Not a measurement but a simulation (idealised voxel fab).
process module | voxel capacitor over wiring
cross-section cut | 295 nm wide | cells 5 nm
A cross-section is a grid of square cells, given in bands from the top down. A band is one or more rows of cells.
Each band's line starts with the height of the band's top and of its bottom, in nm. Then come its materials from left to right, each with its width in nm. One material with "throughout" fills the band from edge to edge. "air" is empty space.
Height 0 is the level under which the wafer as received is all one material. The lowest band goes on downwards, as in "0 down".
A width such as "30 to 40" changes by the same amount from each row of cells to the next, from the band's top row to its bottom row.
"no change" after a step means that no cell of the cross-section changed.
closed voids: empty space of 8 cells or more with no open way to the top, each as width x height at its distance from the left edge, in nm
after a step's settings: what the simulator itself notes on the step
overlay nm, on a step with a mask: how far to the right of its planned place the mask lay; to the left if negative
plan
1 op RECEIVE | material Si
2 op CONFORMAL_DEP | material SiO2 | thk nm 10
3 op DIRECTIONAL_DEP | material TiN | thk nm 5
4 op DIRECTIONAL_DEP | material Ru | thk nm 20
5 op PATTERN | tone cover | mask id METAL_1 | material resist | width nm 20 | pitch nm 80 | thk nm 15 | overlay nm 0
6 op DIRECTIONAL_ETCH | etch materials Ru | depth nm 20
7 op DIRECTIONAL_ETCH | etch materials TiN | depth nm 5
8 op STRIP | etch materials resist
9 op CONFORMAL_DEP | material SiN | thk nm 5
10 op FILL_DEP | material SiO2 | thk nm 10
11 op CMP | height nm 35
12 op CONFORMAL_DEP | material SiCN | thk nm 5
13 op DIRECTIONAL_DEP | material SiO2 | thk nm 20
14 op MASKED_ETCH | tone open | mask id PLUG_1 | width nm 15 | etch materials SiO2 | depth nm 20 | overlay nm 0
15 op MASKED_ETCH | tone open | mask id PLUG_1 | width nm 15 | etch materials SiCN | depth nm 5 | overlay nm 0
16 op CONFORMAL_DEP | material TiN | thk nm 5
17 op FILL_DEP | material W | thk nm 10
18 op CMP | height nm 60
19 op DIRECTIONAL_DEP | material TiN | thk nm 5
20 op DIRECTIONAL_DEP | material Al2O3 | thk nm 5
21 op DIRECTIONAL_DEP | material TiN | thk nm 5
22 op MASKED_ETCH | tone cover | mask id UPPER_PLATE | width nm 65 | etch materials TiN | depth nm 5 | overlay nm 0
23 op MASKED_ETCH | tone cover | mask id UPPER_PLATE | width nm 65 | etch materials Al2O3 | depth nm 5 | overlay nm 0
24 op PATTERN | tone cover | mask id LOWER_PLATE | material resist | width nm 75 | thk nm 20 | overlay nm 0
25 op DIRECTIONAL_ETCH | etch materials TiN | depth nm 5
26 op STRIP | etch materials resist
27 op FILL_DEP | material SiO2 | thk nm 20
28 op CMP | height nm 90
29 op PATTERN | tone open | mask id PLUG_2 | material resist | width nm 15 | thk nm 20 | overlay nm 0
30 op DIRECTIONAL_ETCH | etch materials SiO2 | depth nm 15
31 op STRIP | etch materials resist
32 op CONFORMAL_DEP | material TiN | thk nm 5
33 op FILL_DEP | material Ru | thk nm 10
34 op CMP | height nm 90
35 op CONFORMAL_DEP | material SiCN | thk nm 5
first wafer, as planned
as received, after step 1
  0 down: Si throughout
  closed voids: none
after step 2
  10 to 0: SiO2 throughout
  below 0: unchanged
after step 3
  15 to 10: TiN throughout
  below 10: unchanged
after step 4
  35 to 15: Ru throughout
  below 15: unchanged
after step 5
  50 to 35: air 95 | resist 20 | air 60 | resist 20 | air 100
  below 35: unchanged
after step 6
  50 to 35: air 95 | resist 20 | air 60 | resist 20 | air 100
  35 to 15: air 95 | Ru 20 | air 60 | Ru 20 | air 100
  below 15: unchanged
after step 7
  50 to 35: air 95 | resist 20 | air 60 | resist 20 | air 100
  35 to 15: air 95 | Ru 20 | air 60 | Ru 20 | air 100
  15 to 10: air 95 | TiN 20 | air 60 | TiN 20 | air 100
  below 10: unchanged
after step 8
  35 to 15: air 95 | Ru 20 | air 60 | Ru 20 | air 100
  below 15: unchanged
after step 9
  40 to 35: air 90 | SiN 30 | air 50 | SiN 30 | air 95
  35 to 15: air 90 | SiN 5 | Ru 20 | SiN 5 | air 50 | SiN 5 | Ru 20 | SiN 5 | air 95
  15 to 10: SiN 95 | TiN 20 | SiN 60 | TiN 20 | SiN 100
  below 10: unchanged
after step 10
  50 to 40: SiO2 throughout
  40 to 35: SiO2 90 | SiN 30 | SiO2 50 | SiN 30 | SiO2 95
  35 to 15: SiO2 90 | SiN 5 | Ru 20 | SiN 5 | SiO2 50 | SiN 5 | Ru 20 | SiN 5 | SiO2 95
  below 15: unchanged
after step 11
  35 to 15: SiO2 90 | SiN 5 | Ru 20 | SiN 5 | SiO2 50 | SiN 5 | Ru 20 | SiN 5 | SiO2 95
  below 15: unchanged
after step 12
  40 to 35: SiCN throughout
  below 35: unchanged
after step 13
  60 to 40: SiO2 throughout
  below 40: unchanged
after step 14
  60 to 40: SiO2 100 | air 15 | SiO2 180
  below 40: unchanged
after step 15
  60 to 40: SiO2 100 | air 15 | SiO2 180
  40 to 35: SiCN 100 | air 15 | SiCN 180
  below 35: unchanged
after step 16
  65 to 60: TiN 105 | air 5 | TiN 185
  60 to 40: SiO2 100 | TiN 5 | air 5 | TiN 5 | SiO2 180
  40 to 35: SiCN 100 | TiN 15 | SiCN 180
  below 35: unchanged
after step 17
  75 to 65: W throughout
  65 to 60: TiN 105 | W 5 | TiN 185
  60 to 40: SiO2 100 | TiN 5 | W 5 | TiN 5 | SiO2 180
  below 40: unchanged
after step 18
  60 to 40: SiO2 100 | TiN 5 | W 5 | TiN 5 | SiO2 180
  below 40: unchanged
after step 19
  65 to 60: TiN throughout
  below 60: unchanged
after step 20
  70 to 65: Al2O3 throughout
  below 65: unchanged
after step 21
  75 to 70: TiN throughout
  below 70: unchanged
after step 22
  75 to 70: air 100 | TiN 65 | air 130
  below 70: unchanged
after step 23
  75 to 70: air 100 | TiN 65 | air 130
  70 to 65: air 100 | Al2O3 65 | air 130
  below 65: unchanged
after step 24
  95 to 75: air 95 | resist 75 | air 125
  75 to 70: air 95 | resist 5 | TiN 65 | resist 5 | air 125
  70 to 65: air 95 | resist 5 | Al2O3 65 | resist 5 | air 125
  below 65: unchanged
after step 25
  95 to 75: air 95 | resist 75 | air 125
  75 to 70: air 95 | resist 5 | TiN 65 | resist 5 | air 125
  70 to 65: air 95 | resist 5 | Al2O3 65 | resist 5 | air 125
  65 to 60: air 95 | TiN 75 | air 125
  below 60: unchanged
after step 26
  75 to 70: air 100 | TiN 65 | air 130
  70 to 65: air 100 | Al2O3 65 | air 130
  below 65: unchanged
after step 27
  95 to 75: SiO2 throughout
  75 to 70: SiO2 100 | TiN 65 | SiO2 130
  70 to 65: SiO2 100 | Al2O3 65 | SiO2 130
  65 to 60: SiO2 95 | TiN 75 | SiO2 125
  below 60: unchanged
after step 28
  90 to 75: SiO2 throughout
  below 75: unchanged
after step 29
  110 to 90: resist 110 | air 15 | resist 170
  below 90: unchanged
after step 30
  110 to 90: resist 110 | air 15 | resist 170
  90 to 75: SiO2 110 | air 15 | SiO2 170
  below 75: unchanged
after step 31
  90 to 75: SiO2 110 | air 15 | SiO2 170
  below 75: unchanged
after step 32
  95 to 90: TiN 115 | air 5 | TiN 175
  90 to 80: SiO2 110 | TiN 5 | air 5 | TiN 5 | SiO2 170
  80 to 70: SiO2 110 to 100 | TiN 15 to 65 | SiO2 170 to 130
  below 70: unchanged
after step 33
  105 to 95: Ru throughout
  95 to 90: TiN 115 | Ru 5 | TiN 175
  90 to 80: SiO2 110 | TiN 5 | Ru 5 | TiN 5 | SiO2 170
  below 80: unchanged
after step 34
  90 to 80: SiO2 110 | TiN 5 | Ru 5 | TiN 5 | SiO2 170
  below 80: unchanged
after step 35
  95 to 90: SiCN throughout
  below 90: unchanged
second wafer: like start, like plan, one mistake. Through step 25 it matches the first wafer
when step 26 should have ended
  75 to 70: air 100 | TiN 65 | air 130
  70 to 65: air 100 | Al2O3 65 | air 130
  below 65: unchanged
when step 27 should have ended
  95 to 75: SiO2 throughout
  75 to 70: SiO2 100 | TiN 65 | SiO2 130
  70 to 65: SiO2 100 | Al2O3 65 | SiO2 130
  65 to 60: SiO2 95 | TiN 75 | SiO2 125
  below 60: unchanged
when step 28 should have ended
  90 to 75: SiO2 throughout
  below 75: unchanged
when step 29 should have ended
  110 to 90: resist 110 | air 15 | resist 170
  below 90: unchanged
when step 30 should have ended
  110 to 90: resist 110 | air 15 | resist 170
  90 to 75: SiO2 110 | air 15 | SiO2 170
  below 75: unchanged
when step 31 should have ended
  90 to 75: SiO2 110 | air 15 | SiO2 170
  below 75: unchanged
when step 32 should have ended
  95 to 90: TiN 115 | air 5 | TiN 175
  90 to 80: SiO2 110 | TiN 5 | air 5 | TiN 5 | SiO2 170
  80 to 70: SiO2 110 to 100 | TiN 15 to 65 | SiO2 170 to 130
  below 70: unchanged
when step 33 should have ended
  105 to 95: Ru throughout
  95 to 90: TiN 115 | Ru 5 | TiN 175
  90 to 80: SiO2 110 | TiN 5 | Ru 5 | TiN 5 | SiO2 170
  below 80: unchanged
when step 34 should have ended
  90 to 80: SiO2 110 | TiN 5 | Ru 5 | TiN 5 | SiO2 170
  below 80: unchanged
when step 35 should have ended
  95 to 90: SiCN throughout
  below 90: unchanged
what went wrong: step 26 was run twice
at the end the two cross-sections are the same: no effect in what this model computes
